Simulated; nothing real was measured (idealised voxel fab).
Documented hereafter: the process module known as voxel double patterning.
Section shown: cut. Width: 200 nm. Cell size: 5 nm, square.
Notation: cross-section as square-cell grid; stated in bands, top first, going down; one or more cell rows per band.
Each band's line starts with the height of the band's top and of its bottom, in nm. Then come its materials from left to right, each with its width in nm. One material with "edge to edge" fills the band from edge to edge. "blank" is empty space.
Ref level 0: as-received wafer is one material below here. Bottom band extends down with no lower bound ("0..down").
The notation "30..40" denotes a width that varies across the rows of cells in the band, beginning at the first number in the top row, finishing at the second number in the bottom row, and changing by an identical amount from each row to the next.
What does "nothing got changed" mean for a step? It means no cell of the cross-section changed in that step.
In the "Unvented cavities" entry, you get each enclosed empty space of 8 cells or more, one with no open way to the top, written width x height at distance, distance from the left edge, in nm.
Post-settings text on a step line: simulator's own remark regarding the step.
Each step line may optionally specify "overlay nm", which for a step with a mask gives the rightward distance between the mask's planned place and where it lay, a negative value indicating the leftward direction.

SET OUT BELOW ARE THE PLANNED STEPS OF THE PROCESS
step 1: RECEIVE (material Si)
step 2: CONFORMAL_DEP (material SiO2; thk nm 10)
step 3: DIRECTIONAL_DEP (material TiN; thk nm 15)
step 4: DIRECTIONAL_DEP (material SiCN; thk nm 10)
step 5: DIRECTIONAL_DEP (material aC; thk nm 15)
step 6: PATTERN (tone open; mask id FIRST; material resist; width nm 15; pitch nm 50; thk nm 35; overlay nm 0)
step 7: DIRECTIONAL_ETCH (etch materials aC; depth nm 15)
step 8: STRIP (etch materials resist)
step 9: DIRECTIONAL_ETCH (etch materials SiCN; depth nm 10)
step 10: STRIP (etch materials aC)
step 11: PATTERN (tone open; mask id SECOND; material resist; width nm 15; pitch nm 50; thk nm 20; overlay nm 0)
step 12: DIRECTIONAL_ETCH (etch materials SiCN; depth nm 10)
step 13: STRIP (etch materials resist)
step 14: DIRECTIONAL_ETCH (etch materials TiN; depth nm 15)
step 15: STRIP (etch materials SiCN)

CROSS-SECTION OF THE WAFER AS IT CAME TO US, I.E., ALREADY THROUGH STEP 1
  0..down = Si edge to edge
  Unvented cavities: none

POST-MODULE CROSS-SECTION OF THE FIRST OF TWO WAFERS (RUN PER PLAN)
  25..10 = TiN=40 | blank=15 | TiN=10 | blank=15 | TiN=10 | blank=15 | TiN=10 | blank=15 | TiN=10 | blank=15 | TiN=45
  10..0 = SiO2 edge to edge
  0..down = Si edge to edge
  Unvented cavities: none

MODULE END: CROSS-SECTION OF WAFER TWO OF TWO. SAME START AND PROCESS PLAN AS THE FIRST WAFER. ONE MISTAKE DURING EXECUTION
  25..15 = SiO2 edge to edge
  15..0 = TiN edge to edge
  0..down = Si edge to edge
  Unvented cavities: none
What went wrong in running the wafer? steps 2 and 3 traded places in the executed sequence
The second wafer ends with more or fewer cells of some materials than the first, per final count: TiN: 45 more
